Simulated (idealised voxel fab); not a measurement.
The process module that follows is named voxel gate over fins.
Shown is cross-section cut, with a width of 240 nm and square cells of size 5 nm.
A cross-section in this document is a grid of square cells, and it is written down as bands, the top band listed before the ones below it; a band is made up of one or more rows of cells. Within each band entry, the heights of the top and of the bottom of the band appear first, in that order and in nm; the materials of the band then follow from left to right, each with its corresponding width in nm. The designation "full width" on a single material indicates that it fills the band from edge to edge; the designation "air" indicates empty space. Zero point of the height axis is 0; under it, received wafer = one material. Lowest band: continues down indefinitely, "z 0 and below". Read "30 to 40" as a graded width: first number on top, second number at the bottom, same change between each pair of neighbouring rows. "no change occurred" after a step means that no cell of the cross-section changed. So "Closed void register" is basically the list of trapped voids: any empty space of 8 cells or more that can't reach the top through an opening. They're written width x height at distance, the distance being from the left edge, and it's all nm. On a step's line, text after the settings is the simulator commenting on that step. You can add "overlay nm" to a step's line. For a step with a mask, it describes how far the mask lay to the right of its planned position, and a negative number describes a lay to the left.

Planned step list for the process
1,RECEIVE: material Si
2,CONFORMAL_DEP: material SiN, thk nm 5
3,DIRECTIONAL_DEP: material aC, thk nm 15
4,PATTERN: tone cover, mask id FINS, material resist, width nm 15, pitch nm 50, thk nm 30, overlay nm 0
5,DIRECTIONAL_ETCH: etch materials aC, depth nm 15
6,STRIP: etch materials resist
7,DIRECTIONAL_ETCH: etch materials SiN, depth nm 5
8,DIRECTIONAL_ETCH: etch materials Si, depth nm 35
9,STRIP: etch materials aC
10,OXIDIZE: depth nm 5
11,FILL_DEP: material SiO2, thk nm 15
12,CMP: height nm 5
13,DIRECTIONAL_DEP: material aC, thk nm 10
14,PATTERN: tone open, mask id RAIL, material resist, width nm 15, thk nm 30, overlay nm 0
15,DIRECTIONAL_ETCH: etch materials aC, depth nm 10
16,STRIP: etch materials resist
17,DIRECTIONAL_ETCH: etch materials SiO2, depth nm 35
18,STRIP: etch materials aC
19,CONFORMAL_DEP: material TiN, thk nm 5
20,FILL_DEP: material W, thk nm 5
21,CMP: height nm 5
22,SELECTIVE_ETCH: etch materials W Ru TiN, depth nm 25
23,FILL_DEP: material SiO2, thk nm 5
24,CMP: height nm 5
25,SELECTIVE_ETCH: etch materials SiO2, depth nm 15
26,STRIP: etch materials SiN
27,CONFORMAL_DEP: material HfO2, thk nm 5
28,CONFORMAL_DEP: material TiN, thk nm 5
29,CONFORMAL_DEP: material TiAl, thk nm 5
30,CONFORMAL_DEP: material TiN, thk nm 5
31,FILL_DEP: material W, thk nm 15
32,CMP: height nm 30
33,CONFORMAL_DEP: material SiN, thk nm 10

Wafer, first of two, run as planned

Cross-section: wafer on arrival = after step 1
z 0 and below | Si full width
Closed void register: none

State of the wafer after step 2, shown in cross-section
z 5 to 0 | SiN full width
Lower than 0, everything is as it was.

State of the wafer after step 3, shown in cross-section
z 20 to 5 | aC full width
Lower than 5, everything is as it was.

State of the wafer after step 4, shown in cross-section
z 50 to 20 | air=85 | resist=15 | air=35 | resist=15 | air=90
Lower than 20, everything is as it was.

State of the wafer after step 5, shown in cross-section
z 35 to 20 | air=85 | resist=15 | air=35 | resist=15 | air=90
z 20 to 5 | air=85 | aC=15 | air=35 | aC=15 | air=90
Lower than 5, everything is as it was.

State of the wafer after step 6, shown in cross-section
z 20 to 5 | air=85 | aC=15 | air=35 | aC=15 | air=90
Lower than 5, everything is as it was.

State of the wafer after step 7, shown in cross-section
z 20 to 5 | air=85 | aC=15 | air=35 | aC=15 | air=90
z 5 to 0 | air=85 | SiN=15 | air=35 | SiN=15 | air=90
Lower than 0, everything is as it was.

State of the wafer after step 8, shown in cross-section
z 20 to 5 | air=85 | aC=15 | air=35 | aC=15 | air=90
z 5 to 0 | air=85 | SiN=15 | air=35 | SiN=15 | air=90
z 0 to -35 | air=85 | Si=15 | air=35 | Si=15 | air=90
Lower than -35, everything is as it was.

State of the wafer after step 9, shown in cross-section
z 5 to 0 | air=85 | SiN=15 | air=35 | SiN=15 | air=90
Lower than 0, everything is as it was.

State of the wafer after step 10, shown in cross-section
z 5 to 0 | air=85 | SiN=15 | air=35 | SiN=15 | air=90
z 0 to -35 | air=85 | SiO2=5 | Si=5 | SiO2=5 | air=35 | SiO2=5 | Si=5 | SiO2=5 | air=90
z -35 to -40 | SiO2=90 | Si=5 | SiO2=45 | Si=5 | SiO2=95
Lower than -40, everything is as it was.

State of the wafer after step 11, shown in cross-section
z 20 to 5 | SiO2 full width
z 5 to 0 | SiO2=85 | SiN=15 | SiO2=35 | SiN=15 | SiO2=90
z 0 to -40 | SiO2=90 | Si=5 | SiO2=45 | Si=5 | SiO2=95
Lower than -40, everything is as it was.

State of the wafer after step 12, shown in cross-section
z 5 to 0 | SiO2=85 | SiN=15 | SiO2=35 | SiN=15 | SiO2=90
Lower than 0, everything is as it was.

State of the wafer after step 13, shown in cross-section
z 15 to 5 | aC full width
Lower than 5, everything is as it was.

State of the wafer after step 14, shown in cross-section
z 45 to 15 | resist=110 | air=15 | resist=115
Lower than 15, everything is as it was.

State of the wafer after step 15, shown in cross-section
z 35 to 15 | resist=110 | air=15 | resist=115
z 15 to 5 | aC=110 | air=15 | aC=115
Lower than 5, everything is as it was.

State of the wafer after step 16, shown in cross-section
z 15 to 5 | aC=110 | air=15 | aC=115
Lower than 5, everything is as it was.

State of the wafer after step 17, shown in cross-section
z 15 to 5 | aC=110 | air=15 | aC=115
z 5 to 0 | SiO2=85 | SiN=15 | SiO2=10 | air=15 | SiO2=10 | SiN=15 | SiO2=90
z 0 to -30 | SiO2=90 | Si=5 | SiO2=15 | air=15 | SiO2=15 | Si=5 | SiO2=95
Lower than -30, everything is as it was.

State of the wafer after step 18, shown in cross-section
z 5 to 0 | SiO2=85 | SiN=15 | SiO2=10 | air=15 | SiO2=10 | SiN=15 | SiO2=90
Lower than 0, everything is as it was.

State of the wafer after step 19, shown in cross-section
z 10 to 5 | TiN=115 | air=5 | TiN=120
z 5 to 0 | SiO2=85 | SiN=15 | SiO2=10 | TiN=5 | air=5 | TiN=5 | SiO2=10 | SiN=15 | SiO2=90
z 0 to -25 | SiO2=90 | Si=5 | SiO2=15 | TiN=5 | air=5 | TiN=5 | SiO2=15 | Si=5 | SiO2=95
z -25 to -30 | SiO2=90 | Si=5 | SiO2=15 | TiN=15 | SiO2=15 | Si=5 | SiO2=95
Lower than -30, everything is as it was.

State of the wafer after step 20, shown in cross-section
z 15 to 10 | W full width
z 10 to 5 | TiN=115 | W=5 | TiN=120
z 5 to 0 | SiO2=85 | SiN=15 | SiO2=10 | TiN=5 | W=5 | TiN=5 | SiO2=10 | SiN=15 | SiO2=90
z 0 to -25 | SiO2=90 | Si=5 | SiO2=15 | TiN=5 | W=5 | TiN=5 | SiO2=15 | Si=5 | SiO2=95
Lower than -25, everything is as it was.

State of the wafer after step 21, shown in cross-section
z 5 to 0 | SiO2=85 | SiN=15 | SiO2=10 | TiN=5 | W=5 | TiN=5 | SiO2=10 | SiN=15 | SiO2=90
Lower than 0, everything is as it was.

State of the wafer after step 22, shown in cross-section
z 5 to 0 | SiO2=85 | SiN=15 | SiO2=10 | air=15 | SiO2=10 | SiN=15 | SiO2=90
z 0 to -20 | SiO2=90 | Si=5 | SiO2=15 | air=15 | SiO2=15 | Si=5 | SiO2=95
Lower than -20, everything is as it was.

State of the wafer after step 23, shown in cross-section
z 10 to 5 | SiO2 full width
z 5 to 0 | SiO2=85 | SiN=15 | SiO2=35 | SiN=15 | SiO2=90
z 0 to -20 | SiO2=90 | Si=5 | SiO2=45 | Si=5 | SiO2=95
Lower than -20, everything is as it was.

State of the wafer after step 24, shown in cross-section
z 5 to 0 | SiO2=85 | SiN=15 | SiO2=35 | SiN=15 | SiO2=90
Lower than 0, everything is as it was.

State of the wafer after step 25, shown in cross-section
z 5 to 0 | air=85 | SiN=15 | air=35 | SiN=15 | air=90
z 0 to -10 | air=90 | Si=5 | air=45 | Si=5 | air=95
Lower than -10, everything is as it was.

State of the wafer after step 26, shown in cross-section
z 0 to -10 | air=90 | Si=5 | air=45 | Si=5 | air=95
Lower than -10, everything is as it was.

State of the wafer after step 27, shown in cross-section
z 5 to 0 | air=85 | HfO2=15 | air=35 | HfO2=15 | air=90
z 0 to -5 | air=85 | HfO2=5 | Si=5 | HfO2=5 | air=35 | HfO2=5 | Si=5 | HfO2=5 | air=90
z -5 to -10 | HfO2=90 | Si=5 | HfO2=45 | Si=5 | HfO2=95
Lower than -10, everything is as it was.

State of the wafer after step 28, shown in cross-section
z 10 to 5 | air=80 | TiN=25 | air=25 | TiN=25 | air=85
z 5 to 0 | air=80 | TiN=5 | HfO2=15 | TiN=5 | air=25 | TiN=5 | HfO2=15 | TiN=5 | air=85
z 0 to -5 | TiN=85 | HfO2=5 | Si=5 | HfO2=5 | TiN=35 | HfO2=5 | Si=5 | HfO2=5 | TiN=90
Lower than -5, everything is as it was.

State of the wafer after step 29, shown in cross-section
z 15 to 10 | air=75 | TiAl=35 | air=15 | TiAl=35 | air=80
z 10 to 5 | air=75 | TiAl=5 | TiN=25 | TiAl=5 | air=15 | TiAl=5 | TiN=25 | TiAl=5 | air=80
z 5 to 0 | TiAl=80 | TiN=5 | HfO2=15 | TiN=5 | TiAl=25 | TiN=5 | HfO2=15 | TiN=5 | TiAl=85
Lower than 0, everything is as it was.

State of the wafer after step 30, shown in cross-section
z 20 to 15 | air=70 | TiN=45 | air=5 | TiN=45 | air=75
z 15 to 10 | air=70 | TiN=5 | TiAl=35 | TiN=5 | air=5 | TiN=5 | TiAl=35 | TiN=5 | air=75
z 10 to 5 | TiN=75 | TiAl=5 | TiN=25 | TiAl=5 | TiN=15 | TiAl=5 | TiN=25 | TiAl=5 | TiN=80
Lower than 5, everything is as it was.

State of the wafer after step 31, shown in cross-section
z 35 to 20 | W full width
z 20 to 15 | W=70 | TiN=45 | W=5 | TiN=45 | W=75
z 15 to 10 | W=70 | TiN=5 | TiAl=35 | TiN=5 | W=5 | TiN=5 | TiAl=35 | TiN=5 | W=75
Lower than 10, everything is as it was.

State of the wafer after step 32, shown in cross-section
z 30 to 20 | W full width
Lower than 20, everything is as it was.

State of the wafer after step 33, shown in cross-section
z 40 to 30 | SiN full width
Lower than 30, everything is as it was.

It is to be noted that the second wafer proceeded from the same initial state and according to the same plan as the first, although one mistake was committed in its execution; through step 28, inclusive, the two wafers share an identical history

Look at the second wafer in cross-section at the time step 29 ought to have finished
z 15 to 5 | air=75 | TiN=35 | air=15 | TiN=35 | air=80
z 5 to 0 | TiN=85 | HfO2=15 | TiN=35 | HfO2=15 | TiN=90
Lower than 0, everything is as it was.

Look at the second wafer in cross-section at the time step 30 ought to have finished
z 20 to 15 | air=70 | TiAl=45 | air=5 | TiAl=45 | air=75
z 15 to 10 | air=70 | TiAl=5 | TiN=35 | TiAl=5 | air=5 | TiAl=5 | TiN=35 | TiAl=5 | air=75
z 10 to 5 | TiAl=75 | TiN=35 | TiAl=15 | TiN=35 | TiAl=80
Lower than 5, everything is as it was.

Look at the second wafer in cross-section at the time step 31 ought to have finished
z 35 to 20 | W full width
z 20 to 15 | W=70 | TiAl=45 | W=5 | TiAl=45 | W=75
z 15 to 10 | W=70 | TiAl=5 | TiN=35 | TiAl=5 | W=5 | TiAl=5 | TiN=35 | TiAl=5 | W=75
Lower than 10, everything is as it was.

Look at the second wafer in cross-section at the time step 32 ought to have finished
z 30 to 20 | W full width
Lower than 20, everything is as it was.

Look at the second wafer in cross-section at the time step 33 ought to have finished
z 40 to 30 | SiN full width
Lower than 30, everything is as it was.
The plan and the run diverged here: plan steps 29 and 30 run swapped
At the end, each material covers as many cells on the second wafer as it does on the first, though the cells it covers are elsewhere.
